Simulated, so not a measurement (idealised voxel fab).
process module | voxel gate over fins
cross-section cut | 225 nm wide | cells 5 nm
A cross-section is a grid of square cells, given in bands from the top down. A band is one or more rows of cells.
Each band's line starts with the height of the band's top and of its bottom, in nm. Then come its materials from left to right, each with its width in nm. One material with "throughout" fills the band from edge to edge. "air" is empty space.
Height 0 is the level under which the wafer as received is all one material. The lowest band goes on downwards, as in "0 down".
A width such as "30 to 40" changes by the same amount from each row of cells to the next, from the band's top row to its bottom row.
"no change" after a step means that no cell of the cross-section changed.
closed voids: empty space of 8 cells or more with no open way to the top, each as width x height at its distance from the left edge, in nm
after a step's settings: what the simulator itself notes on the step
overlay nm, on a step with a mask: how far to the right of its planned place the mask lay; to the left if negative
plan
1 op RECEIVE | material Si
2 op CONFORMAL_DEP | material SiN | thk nm 10
3 op DIRECTIONAL_DEP | material aC | thk nm 15
4 op PATTERN | tone cover | mask id FINS | material resist | width nm 15 | pitch nm 35 | thk nm 30 | overlay nm 0
5 op DIRECTIONAL_ETCH | etch materials aC | depth nm 15
6 op STRIP | etch materials resist
7 op DIRECTIONAL_ETCH | etch materials SiN | depth nm 10
8 op DIRECTIONAL_ETCH | etch materials Si | depth nm 40
9 op STRIP | etch materials aC
10 op OXIDIZE | depth nm 5
11 op FILL_DEP | material SiO2 | thk nm 10
12 op CMP | height nm 10
13 op SELECTIVE_ETCH | etch materials SiO2 | depth nm 20
14 op STRIP | etch materials SiN
15 op CONFORMAL_DEP | material HfO2 | thk nm 5
16 op CONFORMAL_DEP | material TiN | thk nm 5
17 op CONFORMAL_DEP | material TiAl | thk nm 5
18 op CONFORMAL_DEP | material TiN | thk nm 5
19 op FILL_DEP | material W | thk nm 10
20 op CMP | height nm 25
21 op CONFORMAL_DEP | material SiN | thk nm 10
as received, after step 1
  0 down: Si throughout
  closed voids: none
a wafer at the end: this start, this plan, one mistake
  35 to 25: SiN throughout
  25 to 20: W throughout
  20 to 15: W 35 | TiN 150 | W 40
  15 to 10: W 35 | TiN 5 | TiAl 140 | TiN 5 | W 40
  10 to 5: W 35 | TiN 5 | TiAl 5 | TiN 25 | TiAl 10 | TiN 25 | TiAl 10 | TiN 25 | TiAl 10 | TiN 25 | TiAl 5 | TiN 5 | W 40
  5 to 0: W 35 | TiN 5 | TiAl 5 | TiN 5 | HfO2 15 | TiN 5 | TiAl 10 | TiN 5 | HfO2 15 | TiN 5 | TiAl 10 | TiN 5 | HfO2 15 | TiN 5 | TiAl 10 | TiN 5 | HfO2 15 | TiN 5 | TiAl 5 | TiN 5 | W 40
  0 to -10: W 35 | TiN 5 | TiAl 5 | TiN 5 | HfO2 5 | Si 5 | HfO2 5 | TiN 5 | TiAl 10 | TiN 5 | HfO2 5 | Si 5 | HfO2 5 | TiN 5 | TiAl 10 | TiN 5 | HfO2 5 | Si 5 | HfO2 5 | TiN 5 | TiAl 10 | TiN 5 | HfO2 5 | Si 5 | HfO2 5 | TiN 5 | TiAl 5 | TiN 5 | W 40
  -10 to -15: TiN 40 | TiAl 5 | TiN 5 | HfO2 5 | Si 5 | HfO2 5 | TiN 5 | TiAl 10 | TiN 5 | HfO2 5 | Si 5 | HfO2 5 | TiN 5 | TiAl 10 | TiN 5 | HfO2 5 | Si 5 | HfO2 5 | TiN 5 | TiAl 10 | TiN 5 | HfO2 5 | Si 5 | HfO2 5 | TiN 5 | TiAl 5 | TiN 45
  -15 to -20: TiAl 45 | TiN 5 | HfO2 5 | Si 5 | HfO2 5 | TiN 5 | TiAl 10 | TiN 5 | HfO2 5 | Si 5 | HfO2 5 | TiN 5 | TiAl 10 | TiN 5 | HfO2 5 | Si 5 | HfO2 5 | TiN 5 | TiAl 10 | TiN 5 | HfO2 5 | Si 5 | HfO2 5 | TiN 5 | TiAl 50
  -20 to -25: TiN 50 | HfO2 5 | Si 5 | HfO2 5 | TiN 20 | HfO2 5 | Si 5 | HfO2 5 | TiN 20 | HfO2 5 | Si 5 | HfO2 5 | TiN 20 | HfO2 5 | Si 5 | HfO2 5 | TiN 55
  -25 to -30: HfO2 55 | Si 5 | HfO2 30 | Si 5 | HfO2 30 | Si 5 | HfO2 30 | Si 5 | HfO2 60
  -30 to -45: SiO2 55 | Si 5 | SiO2 30 | Si 5 | SiO2 30 | Si 5 | SiO2 30 | Si 5 | SiO2 60
  -45 down: Si throughout
  closed voids: none
what went wrong: step 13 was run twice
